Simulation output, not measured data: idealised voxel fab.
The document below concerns the process module designated voxel self aligned vias.
255 nm wide, 5 nm square cells: that's cross-section cut.
Format of a cross-section: grid, square cells. Given as bands. Order: top down. Band: one or more rows of cells.
The band entry comprises the height of the band's top followed by the height of its bottom, expressed in nm, and subsequently the band's materials from left to right, each stated together with its width in nm. Where a single material is marked with the word "everywhere", that material fills the band from edge to edge. The word "air" represents empty space.
Beneath 0, the wafer as received is one material, and that level is where height counting begins. The lowest band goes on downward without a bottom; it is written like "0..down".
Quick explanation for "30 to 40": the width changes in equal steps down the rows of cells, from the first number in the band's top row to the second number in its bottom row.
"nothing was modified" after a step means that no cell of the cross-section changed.
Each empty space that has no open way to the top and spans at least 8 cells appears under "Sealed voids" as width x height at distance, the distance counted from the left edge, all in nm.
If you see something after the settings on a step's line, that's the simulator's own remark about that step.
overlay nm: mask offset rightward from planned place, masked step; negative means leftward offset.

-- The planned process steps are enumerated hereunder
1: RECEIVE | material Si
2: CONFORMAL_DEP | material SiO2 | thk nm 15
3: CONFORMAL_DEP | material SiCN | thk nm 5
4: DIRECTIONAL_DEP | material lowk | thk nm 25
5: PATTERN | tone open | mask id LINES | material resist | width nm 30 | pitch nm 70 | thk nm 15 | overlay nm 0
6: DIRECTIONAL_ETCH | etch materials lowk | depth nm 25
7: STRIP | etch materials resist
8: CONFORMAL_DEP | material TiN | thk nm 5
9: FILL_DEP | material W | thk nm 10
10: CMP | height nm 45
11: SELECTIVE_ETCH | etch materials W Ru TiN | depth nm 5
12: FILL_DEP | material SiN | thk nm 5
13: CMP | height nm 45
14: DIRECTIONAL_DEP | material lowk | thk nm 15
15: DIRECTIONAL_DEP | material aC | thk nm 15
16: PATTERN | tone open | mask id VIAS | material resist | width nm 50 | pitch nm 70 | thk nm 30 | overlay nm 0
17: DIRECTIONAL_ETCH | etch materials aC | depth nm 15
18: STRIP | etch materials resist
19: DIRECTIONAL_ETCH | etch materials lowk | depth nm 15
20: DIRECTIONAL_ETCH | etch materials SiN | depth nm 5
21: STRIP | etch materials aC
22: CONFORMAL_DEP | material TiN | thk nm 5
23: FILL_DEP | material Cu | thk nm 10
24: CMP | height nm 60
25: CONFORMAL_DEP | material SiN | thk nm 5

-- Cross-sectional view of the wafer in its as-received condition, corresponding to the state after step 1
0..down  Si everywhere
Sealed voids: none

-- Looking at the first of two wafers in cross-section at end of module - ran to plan
65..60  SiN everywhere
60..50  lowk 65 / TiN 5 / Cu 40 / TiN 5 / lowk 20 / TiN 5 / Cu 40 / TiN 5 / lowk 70
50..45  lowk 65 / TiN 15 / Cu 20 / TiN 15 / lowk 20 / TiN 15 / Cu 20 / TiN 15 / lowk 70
45..40  lowk 75 / TiN 30 / lowk 40 / TiN 30 / lowk 80
40..25  lowk 75 / TiN 5 / W 20 / TiN 5 / lowk 40 / TiN 5 / W 20 / TiN 5 / lowk 80
25..20  lowk 75 / TiN 30 / lowk 40 / TiN 30 / lowk 80
20..15  SiCN everywhere
15..0  SiO2 everywhere
0..down  Si everywhere
Sealed voids: none

-- Cross-section, wafer two of two, end of module: same start and plan as wafer one, one error in execution
65..60  SiN everywhere
60..50  lowk 60 / TiN 5 / Cu 40 / TiN 5 / lowk 20 / TiN 5 / Cu 40 / TiN 5 / lowk 75
50..45  lowk 60 / TiN 20 / Cu 20 / TiN 10 / lowk 20 / TiN 20 / Cu 20 / TiN 10 / lowk 75
45..40  lowk 75 / TiN 30 / lowk 40 / TiN 30 / lowk 80
40..25  lowk 75 / TiN 5 / W 20 / TiN 5 / lowk 40 / TiN 5 / W 20 / TiN 5 / lowk 80
25..20  lowk 75 / TiN 30 / lowk 40 / TiN 30 / lowk 80
20..15  SiCN everywhere
15..0  SiO2 everywhere
0..down  Si everywhere
Sealed voids: none
In executing the process, a mistake was made relative to the plan: step 16 changed vs plan, executed as PATTERN | tone open | mask id VIAS | material resist | width nm 50 | pitch nm 70 | thk nm 30 | overlay nm -5
The two final wafers agree on how many cells each material fills and disagree on which cells those are.
